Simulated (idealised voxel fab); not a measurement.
Process module in this document: voxel transistor to metal
Cross-sectional view cut (width: 210 nm; square cell size: 5 nm).
Cross-section = grid of square cells, listed top down in bands; band = one or more rows.
For a band, the entry starts with two heights in nm, that of the top and then that of the bottom, and carries on with the band's materials in order from left to right, each alongside its width in nm; the word "throughout" beside a single material means it fills the band edge to edge, and "empty" means empty space.
All heights in this document are referenced to 0, defined as the level beneath which the wafer, as received, consists entirely of one material. The lowest band is not bounded below; it extends indefinitely downward and is written in the form "from 0 down".
You'd read "30 to 40" like this: the band's top row of cells is as wide as the first number, its bottom row is as wide as the second, and going down, every row changes width by the same amount as the row before did.
What does "no alteration" mean for a step? It means no cell of the cross-section changed in that step.
Any empty space of 8 cells or more lacking an open way to the top shows up in "Completely enclosed voids" as width x height at distance, distance from the left edge, in nm.
Step line, after settings: the simulator's comment on this step.
"overlay nm" on a masked step: distance the mask lay right of its planned place, negative for left.

**Below is the list of planned process steps**
step 1: RECEIVE: material Si
step 2: CONFORMAL_DEP: material SiO2, thk nm 5
step 3: CONFORMAL_DEP: material SiN, thk nm 10
step 4: DIRECTIONAL_DEP: material aC, thk nm 10
step 5: PATTERN: tone cover, mask id ACTIVE, material resist, width nm 105, thk nm 25, overlay nm 0
step 6: DIRECTIONAL_ETCH: etch materials aC, depth nm 10
step 7: STRIP: etch materials resist
step 8: DIRECTIONAL_ETCH: etch materials SiN, depth nm 10
step 9: DIRECTIONAL_ETCH: etch materials SiO2, depth nm 5
step 10: DIRECTIONAL_ETCH: etch materials Si, depth nm 30
step 11: STRIP: etch materials aC
step 12: FILL_DEP: material SiO2, thk nm 15
step 13: CMP: height nm 15
step 14: SELECTIVE_ETCH: etch materials SiO2, depth nm 5
step 15: STRIP: etch materials SiN
step 16: SELECTIVE_ETCH: etch materials SiO2, depth nm 5
step 17: OXIDIZE: depth nm 5
step 18: DIRECTIONAL_DEP: material polySi, thk nm 20
step 19: DIRECTIONAL_DEP: material SiCN, thk nm 10
step 20: DIRECTIONAL_DEP: material aC, thk nm 10
step 21: PATTERN: tone cover, mask id GATE, material resist, width nm 15, thk nm 30, overlay nm 0
step 22: DIRECTIONAL_ETCH: etch materials aC, depth nm 10
step 23: STRIP: etch materials resist
step 24: DIRECTIONAL_ETCH: etch materials SiCN, depth nm 20
step 25: DIRECTIONAL_ETCH: etch materials polySi, depth nm 30
step 26: STRIP: etch materials aC
step 27: CONFORMAL_DEP: material SiN, thk nm 5
step 28: DIRECTIONAL_ETCH: etch materials SiN, depth nm 5
step 29: DIRECTIONAL_ETCH: etch materials SiO2, depth nm 5
step 30: EPI: material pSi, thk nm 5
step 31: FILL_DEP: material SiO2, thk nm 10
step 32: CMP: height nm 30
step 33: DIRECTIONAL_DEP: material SiO2, thk nm 15
step 34: PATTERN: tone open, mask id CONTACT, material resist, width nm 30, pitch nm 55, thk nm 20, overlay nm 0
step 35: DIRECTIONAL_ETCH: etch materials SiO2, depth nm 45
step 36: STRIP: etch materials resist
step 37: CONFORMAL_DEP: material TiN, thk nm 5
step 38: FILL_DEP: material W, thk nm 5
step 39: CMP: height nm 45
step 40: DIRECTIONAL_DEP: material TiN, thk nm 5
step 41: DIRECTIONAL_DEP: material W, thk nm 25
step 42: DIRECTIONAL_DEP: material aC, thk nm 15
step 43: PATTERN: tone cover, mask id METAL_1, material resist, width nm 15, pitch nm 70, thk nm 35, overlay nm 0
step 44: DIRECTIONAL_ETCH: etch materials aC, depth nm 15
step 45: STRIP: etch materials resist
step 46: DIRECTIONAL_ETCH: etch materials W, depth nm 25
step 47: DIRECTIONAL_ETCH: etch materials TiN, depth nm 5
step 48: STRIP: etch materials aC
step 49: FILL_DEP: material SiO2, thk nm 10
step 50: CMP: height nm 75
step 51: CONFORMAL_DEP: material SiN, thk nm 5
Quick note for whoever runs this: the wafers start identical, but the width nm at step 21 isn't the same across them. The plan just shows what the first wafer had.

**Cross-section of the first incoming wafer of several, state after step 1**
- from 0 down: Si throughout
- Completely enclosed voids: none

**End-of-module cross-section, first of several wafers, after last step 51**
- from 80 to 75: SiN throughout
- from 75 to 50: SiO2=60; W=15; SiO2=55; W=15; SiO2=65
- from 50 to 45: SiO2=60; TiN=15; SiO2=55; TiN=15; SiO2=65
- from 45 to 30: SiO2=60; TiN=5; W=20; TiN=5; SiO2=25; TiN=5; W=20; TiN=5; SiO2=65
- from 30 to 20: SiO2=60; TiN=5; W=20; TiN=5; SiN=5; SiCN=15; SiN=5; TiN=5; W=20; TiN=5; SiO2=65
- from 20 to 5: SiO2=60; TiN=5; W=20; TiN=5; SiN=5; polySi=15; SiN=5; TiN=5; W=20; TiN=5; SiO2=65
- from 5 to 0: SiO2=45; SiN=5; SiO2=10; TiN=30; SiN=5; polySi=15; SiN=5; TiN=30; SiO2=10; SiN=5; SiO2=50
- from 0 to -5: SiO2=50; pSi=40; SiO2=25; pSi=40; SiO2=55
- from -5 to -30: SiO2=50; Si=105; SiO2=55
- from -30 down: Si throughout
- Completely enclosed voids: none

**last wafer at the end**
- from 80 to 75: SiN throughout
- from 75 to 50: SiO2=60; W=15; SiO2=55; W=15; SiO2=65
- from 50 to 45: SiO2=60; TiN=15; SiO2=55; TiN=15; SiO2=65
- from 45 to 35: SiO2=60; TiN=5; W=20; TiN=5; SiO2=25; TiN=5; W=20; TiN=5; SiO2=65
- from 35 to 30: SiO2=60; TiN=5; W=15; TiN=10; SiO2=25; TiN=15; W=10; TiN=5; SiO2=65
- from 30 to 20: SiO2=60; TiN=5; W=15; TiN=5; SiN=5; SiCN=30; SiN=5; TiN=5; W=10; TiN=5; SiO2=65
- from 20 to 5: SiO2=60; TiN=5; W=15; TiN=5; SiN=5; polySi=30; SiN=5; TiN=5; W=10; TiN=5; SiO2=65
- from 5 to 0: SiO2=45; SiN=5; SiO2=10; TiN=25; SiN=5; polySi=30; SiN=5; TiN=20; SiO2=10; SiN=5; SiO2=50
- from 0 to -5: SiO2=50; pSi=35; SiO2=40; pSi=30; SiO2=55
- from -5 to -30: SiO2=50; Si=105; SiO2=55
- from -30 down: Si throughout
- Completely enclosed voids: none

**Every row in this table is a wafer at the end of the module, and it gives, for each of the materials, the cells that wafer has gained (+) or lost (-) since it was received, then its closed voids**
width nm 15 | -147 Si | +6 SiCN | +56 SiN | +585 SiO2 | +50 TiN | +94 W | +16 pSi | +12 polySi | Completely enclosed voids: none
width nm 20 | -147 Si | +8 SiCN | +56 SiN | +586 SiO2 | +50 TiN | +88 W | +15 pSi | +16 polySi | Completely enclosed voids: none
width nm 25 | -147 Si | +10 SiCN | +56 SiN | +587 SiO2 | +50 TiN | +82 W | +14 pSi | +20 polySi | Completely enclosed voids: none
width nm 30 | -147 Si | +12 SiCN | +56 SiN | +588 SiO2 | +50 TiN | +76 W | +13 pSi | +24 polySi | Completely enclosed voids: none
